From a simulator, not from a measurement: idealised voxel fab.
process module | voxel trench capacitor
cross-section cut | 265 nm wide | cells 5 nm
A cross-section is a grid of square cells, given in bands from the top down. A band is one or more rows of cells.
Each band's line starts with the height of the band's top and of its bottom, in nm. Then come its materials from left to right, each with its width in nm. One material with "throughout" fills the band from edge to edge. "air" is empty space.
Height 0 is the level under which the wafer as received is all one material. The lowest band goes on downwards, as in "0 down".
A width such as "30 to 40" changes by the same amount from each row of cells to the next, from the band's top row to its bottom row.
"no change" after a step means that no cell of the cross-section changed.
closed voids: empty space of 8 cells or more with no open way to the top, each as width x height at its distance from the left edge, in nm
after a step's settings: what the simulator itself notes on the step
overlay nm, on a step with a mask: how far to the right of its planned place the mask lay; to the left if negative
plan
1 op RECEIVE | material Si
2 op CONFORMAL_DEP | material SiN | thk nm 5
3 op MASKED_ETCH | tone open | mask id TRENCH | width nm 25 | pitch nm 45 | etch materials SiN | depth nm 5 | overlay nm 0
4 op MASKED_ETCH | tone open | mask id TRENCH | width nm 25 | pitch nm 45 | etch materials Si | depth nm 30 | overlay nm 0
5 op CONFORMAL_DEP | material HfO2 | thk nm 5
6 op CONFORMAL_DEP | material TiN | thk nm 5
7 op FILL_DEP | material W | thk nm 5
8 op CMP | height nm 5
as received, after step 1
  0 down: Si throughout
  closed voids: none
first wafer at the end, as planned
  5 to 0: SiN 75 | HfO2 5 | TiN 5 | W 5 | TiN 5 | HfO2 5 | SiN 20 | HfO2 5 | TiN 5 | W 5 | TiN 5 | HfO2 5 | SiN 20 | HfO2 5 | TiN 5 | W 5 | TiN 5 | HfO2 5 | SiN 75
  0 to -20: Si 75 | HfO2 5 | TiN 5 | W 5 | TiN 5 | HfO2 5 | Si 20 | HfO2 5 | TiN 5 | W 5 | TiN 5 | HfO2 5 | Si 20 | HfO2 5 | TiN 5 | W 5 | TiN 5 | HfO2 5 | Si 75
  -20 to -25: Si 75 | HfO2 5 | TiN 15 | HfO2 5 | Si 20 | HfO2 5 | TiN 15 | HfO2 5 | Si 20 | HfO2 5 | TiN 15 | HfO2 5 | Si 75
  -25 to -30: Si 75 | HfO2 25 | Si 20 | HfO2 25 | Si 20 | HfO2 25 | Si 75
  -30 down: Si throughout
  closed voids: none
second wafer at the end: like start, like plan, one mistake
  5 to 0: HfO2 75 | SiN 25 | HfO2 20 | SiN 25 | HfO2 20 | SiN 25 | HfO2 75
  0 down: Si throughout
  closed voids: none
what went wrong: step 3 ran as: op MASKED_ETCH | tone cover | mask id TRENCH | width nm 25 | pitch nm 45 | etch materials SiN | depth nm 5 | overlay nm 0
at the end the second wafer has, in cells: 13 fewer of HfO2 | 90 more of Si | 23 fewer of SiN | 39 fewer of TiN | 15 fewer of W
